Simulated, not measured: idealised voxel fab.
Name of the process module below: voxel double patterning
The width of the displayed cross-section, cut, is 240 nm; its cells are square, with a size of 5 nm.
When this document writes out a cross-section, it uses a grid of square cells and lists it as bands, beginning at the top and moving down, with a band standing for one or more rows of cells. The entry gives the band's vertical extent as a top height and a bottom height in nm, then its horizontal make-up as materials from left to right, each with a width in nm. "empty" stands for empty space; a single material marked "throughout" fills the band edge to edge. Ref level 0: as-received wafer is one material below here. Bottom band extends down with no lower bound ("0 nm and below"). It should be noted that a width expressed as "30->40" varies in equal increments from row to row of cells within the band, taking the value of the first number at the top row and that of the second number at the bottom row. Any step labelled "remained unchanged" changed none of the cells in the cross-section. "Non-vented voids" - sealed voids, min. 8 cells, no opening to top; format: width x height at distance (distance from left edge; nm throughout). The remark found on a step's line after its settings is issued by the simulator itself and pertains to that step. For masked steps, "overlay nm" on the step line gives how far right of plan the mask actually lay; a minus sign means it lay to the left.

## So here's the lineup of process steps we planned
1) RECEIVE,material Si
2) CONFORMAL_DEP,material SiO2,thk nm 5
3) DIRECTIONAL_DEP,material TiN,thk nm 20
4) DIRECTIONAL_DEP,material SiCN,thk nm 10
5) DIRECTIONAL_DEP,material aC,thk nm 10
6) PATTERN,tone open,mask id FIRST,material resist,width nm 15,pitch nm 50,thk nm 25,overlay nm 0
7) DIRECTIONAL_ETCH,etch materials aC,depth nm 10
8) STRIP,etch materials resist
9) DIRECTIONAL_ETCH,etch materials SiCN,depth nm 10
10) STRIP,etch materials aC
11) PATTERN,tone open,mask id SECOND,material resist,width nm 15,pitch nm 50,thk nm 20,overlay nm 0
12) DIRECTIONAL_ETCH,etch materials SiCN,depth nm 10
13) STRIP,etch materials resist
14) DIRECTIONAL_ETCH,etch materials TiN,depth nm 20
15) STRIP,etch materials SiCN

## Run as planned: first of two wafers

## Wafer at receipt (post step 1), cross-section
> 0 nm and below = Si throughout
> Non-vented voids: none

## after step 2
> 5 nm to 0 nm = SiO2 throughout
> Under the height 0 nothing was changed.

## after step 3
> 25 nm to 5 nm = TiN throughout
> Under the height 5 nothing was changed.

## after step 4
> 35 nm to 25 nm = SiCN throughout
> Under the height 25 nothing was changed.

## after step 5
> 45 nm to 35 nm = aC throughout
> Under the height 35 nothing was changed.

## after step 6
> 70 nm to 45 nm = resist (60), empty (15), resist (35), empty (15), resist (35), empty (15), resist (65)
> Under the height 45 nothing was changed.

## after step 7
> 60 nm to 45 nm = resist (60), empty (15), resist (35), empty (15), resist (35), empty (15), resist (65)
> 45 nm to 35 nm = aC (60), empty (15), aC (35), empty (15), aC (35), empty (15), aC (65)
> Under the height 35 nothing was changed.

## after step 8
> 45 nm to 35 nm = aC (60), empty (15), aC (35), empty (15), aC (35), empty (15), aC (65)
> Under the height 35 nothing was changed.

## after step 9
> 45 nm to 35 nm = aC (60), empty (15), aC (35), empty (15), aC (35), empty (15), aC (65)
> 35 nm to 25 nm = SiCN (60), empty (15), SiCN (35), empty (15), SiCN (35), empty (15), SiCN (65)
> Under the height 25 nothing was changed.

## after step 10
> 35 nm to 25 nm = SiCN (60), empty (15), SiCN (35), empty (15), SiCN (35), empty (15), SiCN (65)
> Under the height 25 nothing was changed.

## after step 11
> 55 nm to 35 nm = resist (85), empty (15), resist (35), empty (15), resist (90)
> 35 nm to 25 nm = SiCN (60), resist (15), SiCN (35), resist (15), SiCN (35), resist (15), SiCN (65)
> Under the height 25 nothing was changed.

## after step 12
> 55 nm to 35 nm = resist (85), empty (15), resist (35), empty (15), resist (90)
> 35 nm to 25 nm = SiCN (60), resist (15), SiCN (10), empty (15), SiCN (10), resist (15), SiCN (10), empty (15), SiCN (10), resist (15), SiCN (65)
> Under the height 25 nothing was changed.

## after step 13
> 35 nm to 25 nm = SiCN (60), empty (15), SiCN (10), empty (15), SiCN (10), empty (15), SiCN (10), empty (15), SiCN (10), empty (15), SiCN (65)
> Under the height 25 nothing was changed.

## after step 14
> 35 nm to 25 nm = SiCN (60), empty (15), SiCN (10), empty (15), SiCN (10), empty (15), SiCN (10), empty (15), SiCN (10), empty (15), SiCN (65)
> 25 nm to 5 nm = TiN (60), empty (15), TiN (10), empty (15), TiN (10), empty (15), TiN (10), empty (15), TiN (10), empty (15), TiN (65)
> Under the height 5 nothing was changed.

## after step 15
> 25 nm to 5 nm = TiN (60), empty (15), TiN (10), empty (15), TiN (10), empty (15), TiN (10), empty (15), TiN (10), empty (15), TiN (65)
> Under the height 5 nothing was changed.

## Second wafer - shared start and plan with the first - one error in running - same as the first up to step 10 inclusive

## What the second wafer looks like in cross-section when step 11 should have wrapped up
> 55 nm to 35 nm = resist (80), empty (25), resist (25), empty (25), resist (85)
> 35 nm to 25 nm = SiCN (60), resist (15), SiCN (35), resist (15), SiCN (35), resist (15), SiCN (65)
> Under the height 25 nothing was changed.

## What the second wafer looks like in cross-section when step 12 should have wrapped up
> 55 nm to 35 nm = resist (80), empty (25), resist (25), empty (25), resist (85)
> 35 nm to 25 nm = SiCN (60), resist (15), SiCN (5), empty (25), SiCN (5), resist (15), SiCN (5), empty (25), SiCN (5), resist (15), SiCN (65)
> Under the height 25 nothing was changed.

## What the second wafer looks like in cross-section when step 13 should have wrapped up
> 35 nm to 25 nm = SiCN (60), empty (15), SiCN (5), empty (25), SiCN (5), empty (15), SiCN (5), empty (25), SiCN (5), empty (15), SiCN (65)
> Under the height 25 nothing was changed.

## What the second wafer looks like in cross-section when step 14 should have wrapped up
> 35 nm to 25 nm = SiCN (60), empty (15), SiCN (5), empty (25), SiCN (5), empty (15), SiCN (5), empty (25), SiCN (5), empty (15), SiCN (65)
> 25 nm to 5 nm = TiN (60), empty (15), TiN (5), empty (25), TiN (5), empty (15), TiN (5), empty (25), TiN (5), empty (15), TiN (65)
> Under the height 5 nothing was changed.

## What the second wafer looks like in cross-section when step 15 should have wrapped up
> 25 nm to 5 nm = TiN (60), empty (15), TiN (5), empty (25), TiN (5), empty (15), TiN (5), empty (25), TiN (5), empty (15), TiN (65)
> Under the height 5 nothing was changed.
Diagnosis: it should be noted that step 11 was executed with settings other than those planned, the operation and settings actually applied being PATTERN,tone open,mask id SECOND,material resist,width nm 25,pitch nm 50,thk nm 20,overlay nm 0
Final wafer comparison in cells, second versus first, more or fewer per material: -16 TiN
